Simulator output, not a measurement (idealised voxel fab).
A process module follows: voxel double patterning.
The width of the displayed cross-section, cut, is 180 nm; its cells are square, with a size of 5 nm.
For the purposes of this document, a cross-section shall be understood as a grid of square cells, specified as bands listed in top-to-bottom order, each band consisting of one or more rows of cells.
Quick guide to a band line: top height, bottom height (nm) up front; then every material left to right with its width in nm. Only one material and it's marked "all across"? Then it fills the band edge to edge. And "blank" just means empty space.
Beneath 0, the wafer as received is one material, and that level is where height counting begins. The lowest band goes on downward without a bottom; it is written like "from 0 down".
Quick explanation for "30->40": the width changes in equal steps down the rows of cells, from the first number in the band's top row to the second number in its bottom row.
"no change" means the step left every cell of the cross-section as it was.
Listed in "Unvented voids": every empty space of 8 or more cells without an open way to the top. Form: width x height at distance, the distance being from the left edge, all in nm.
If you see something after the settings on a step's line, that's the simulator's own remark about that step.
overlay nm: right-of-plan distance of the mask on a masked step; negative values mean left-of-plan.

## Planned process steps
1 RECEIVE,material Si
2 CONFORMAL_DEP,material SiO2,thk nm 10
3 DIRECTIONAL_DEP,material W,thk nm 20
4 DIRECTIONAL_DEP,material SiN,thk nm 5
5 PATTERN,tone open,mask id FIRST,material resist,width nm 15,pitch nm 50,thk nm 15,overlay nm 0
6 DIRECTIONAL_ETCH,etch materials SiN,depth nm 5
7 STRIP,etch materials resist
8 DIRECTIONAL_DEP,material aC,thk nm 15
9 PATTERN,tone open,mask id SECOND,material resist,width nm 15,pitch nm 50,thk nm 30,overlay nm 0
10 DIRECTIONAL_ETCH,etch materials aC,depth nm 15
11 STRIP,etch materials resist
12 DIRECTIONAL_ETCH,etch materials SiN,depth nm 5
13 STRIP,etch materials aC
14 DIRECTIONAL_ETCH,etch materials W,depth nm 20
15 STRIP,etch materials SiN

## Wafer as received: cross-section following step 1
* from 0 down = Si all across
* Unvented voids: none

## Cross-section at module end, one run error; start and plan unchanged from above
* from 30 to 10 = W 40 nm / blank 30 nm / W 20 nm / blank 30 nm / W 20 nm / blank 15 nm / W 25 nm
* from 10 to 0 = SiO2 all across
* from 0 down = Si all across
* Unvented voids: none
Which mistake was made when the wafer was run? off-plan run, step 5, actual operation and settings PATTERN,tone open,mask id FIRST,material resist,width nm 15,pitch nm 50,thk nm 15,overlay nm 10
